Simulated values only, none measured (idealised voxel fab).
process module | voxel ribs on slabs
cross-section cut | 275 nm wide | cells 5 nm
A cross-section is a grid of square cells, given in bands from the top down. A band is one or more rows of cells.
Each band's line starts with the height of the band's top and of its bottom, in nm. Then come its materials from left to right, each with its width in nm. One material with "throughout" fills the band from edge to edge. "air" is empty space.
Height 0 is the level under which the wafer as received is all one material. The lowest band goes on downwards, as in "0 down".
A width such as "30 to 40" changes by the same amount from each row of cells to the next, from the band's top row to its bottom row.
"no change" after a step means that no cell of the cross-section changed.
closed voids: empty space of 8 cells or more with no open way to the top, each as width x height at its distance from the left edge, in nm
after a step's settings: what the simulator itself notes on the step
overlay nm, on a step with a mask: how far to the right of its planned place the mask lay; to the left if negative
plan
1 op RECEIVE | material Si
2 op DIRECTIONAL_DEP | material SiO2 | thk nm 25
3 op DIRECTIONAL_DEP | material SiN | thk nm 15
4 op MASKED_ETCH | tone cover | mask id RIB | width nm 15 | etch materials SiN | depth nm 10 | overlay nm 0
5 op PATTERN | tone cover | mask id SLAB | material resist | width nm 45 | thk nm 20 | overlay nm 0
6 op DIRECTIONAL_ETCH | etch materials SiN | depth nm 5
7 op STRIP | etch materials resist
8 op FILL_DEP | material SiO2 | thk nm 15
9 op CMP | height nm 50
10 op DIRECTIONAL_DEP | material TiN | thk nm 10
11 op PATTERN | tone cover | mask id HEATER | material resist | width nm 25 | thk nm 15 | overlay nm 0
12 op DIRECTIONAL_ETCH | etch materials TiN | depth nm 10
13 op STRIP | etch materials resist
14 op CONFORMAL_DEP | material SiN | thk nm 5
varied across the wafers: width nm of step 5. The plan shows the first wafer's value. All wafers start alike
first wafer as received, after step 1
  0 down: Si throughout
  closed voids: none
first wafer at the end, after step 14
  65 to 60: air 120 | SiN 35 | air 120
  60 to 55: air 120 | SiN 5 | TiN 25 | SiN 5 | air 120
  55 to 50: SiN 125 | TiN 25 | SiN 125
  50 to 40: SiO2 throughout
  40 to 30: SiO2 130 | SiN 15 | SiO2 130
  30 to 25: SiO2 115 | SiN 45 | SiO2 115
  25 to 0: SiO2 throughout
  0 down: Si throughout
  closed voids: none
last wafer at the end
  65 to 60: air 120 | SiN 35 | air 120
  60 to 55: air 120 | SiN 5 | TiN 25 | SiN 5 | air 120
  55 to 50: SiN 125 | TiN 25 | SiN 125
  50 to 40: SiO2 throughout
  40 to 30: SiO2 130 | SiN 15 | SiO2 130
  30 to 25: SiO2 105 | SiN 70 | SiO2 100
  25 to 0: SiO2 throughout
  0 down: Si throughout
  closed voids: none
each wafer at the end: cells of each material gained (+) or lost (-) since it was received, then its closed voids
width nm 45 | +74 SiN | +535 SiO2 | +10 TiN | closed voids: none
width nm 50 | +75 SiN | +534 SiO2 | +10 TiN | closed voids: none
width nm 55 | +76 SiN | +533 SiO2 | +10 TiN | closed voids: none
width nm 60 | +77 SiN | +532 SiO2 | +10 TiN | closed voids: none
width nm 65 | +78 SiN | +531 SiO2 | +10 TiN | closed voids: none
width nm 70 | +79 SiN | +530 SiO2 | +10 TiN | closed voids: none
